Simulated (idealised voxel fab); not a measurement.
Process module, titled voxel lift off
Each square cell in cross-section cut measures 5 nm, and the section as a whole is 300 nm wide.
How to read a cross-section here: the picture is a grid of square cells, written as bands going from the top down, and any band can span one or more rows of cells. Band: top and bottom heights (nm) first, top before bottom; then materials from left to right, widths in nm. "throughout" marks a sole material filling the band edge to edge. "blank" denotes empty space. Heights are expressed relative to 0, this being the level below which the as-received wafer comprises one material exclusively. The lowest band is unbounded in the downward direction and is denoted as in "0 and below". It should be noted that a width expressed as "30 to 40" varies in equal increments from row to row of cells within the band, taking the value of the first number at the top row and that of the second number at the bottom row. Step note "no change" = no cross-section cell changed. The entry "Internal closed voids" lists the empty spaces that cover at least 8 cells and have no open path to the top. Each is written as width x height at distance, where the distance is measured from the left edge and all three values are in nm. Anything after a step's settings on that line? It's the simulator's own note about the step. overlay nm: for a step with a mask, the amount by which the mask lay right of where it was planned; a negative amount means left of it.

-- Listed below are the process steps as planned
| 1 | RECEIVE,material Si |
| 2 | CONFORMAL_DEP,material SiN,thk nm 10 |
| 3 | PATTERN,tone open,mask id LINES,material resist,width nm 30,pitch nm 60,thk nm 15,overlay nm 0 |
| 4 | DIRECTIONAL_DEP,material Ru,thk nm 5 |
| 5 | STRIP,etch materials resist |
| 6 | CONFORMAL_DEP,material SiN,thk nm 5 |

-- Delivered wafer in cross-section: state after step 1
- 0 and below  Si throughout
- Internal closed voids: none

-- First of two wafers: cross-section at end of module, run per plan
- 20 down to 15  blank: 40 / SiN: 40 / blank: 20 / SiN: 40 / blank: 20 / SiN: 40 / blank: 20 / SiN: 40 / blank: 40
- 15 down to 10  SiN: 45 / Ru: 30 / SiN: 30 / Ru: 30 / SiN: 30 / Ru: 30 / SiN: 30 / Ru: 30 / SiN: 45
- 10 down to 0  SiN throughout
- 0 and below  Si throughout
- Internal closed voids: none

-- Cross-sectional view: second of two wafers, end of module; start and plan identical to the first, one mistake in running
- 20 down to 15  blank: 40 / SiN: 40 / blank: 20 / SiN: 40 / blank: 20 / SiN: 40 / blank: 20 / SiN: 40 / blank: 40
- 15 down to 10  SiN: 45 / Ru: 30 / SiN: 30 / Ru: 30 / SiN: 30 / Ru: 30 / SiN: 30 / Ru: 30 / SiN: 45
- 10 down to 0  Ru throughout
- 0 and below  Si throughout
- Internal closed voids: none
Deviation noted in wafer processing: planned and actual differ for step 2; actual: CONFORMAL_DEP,material Ru,thk nm 10
Wrapping up, a cell-based count of both wafers puts the second over or under the first for these materials: 120 more of Ru; 120 fewer of SiN
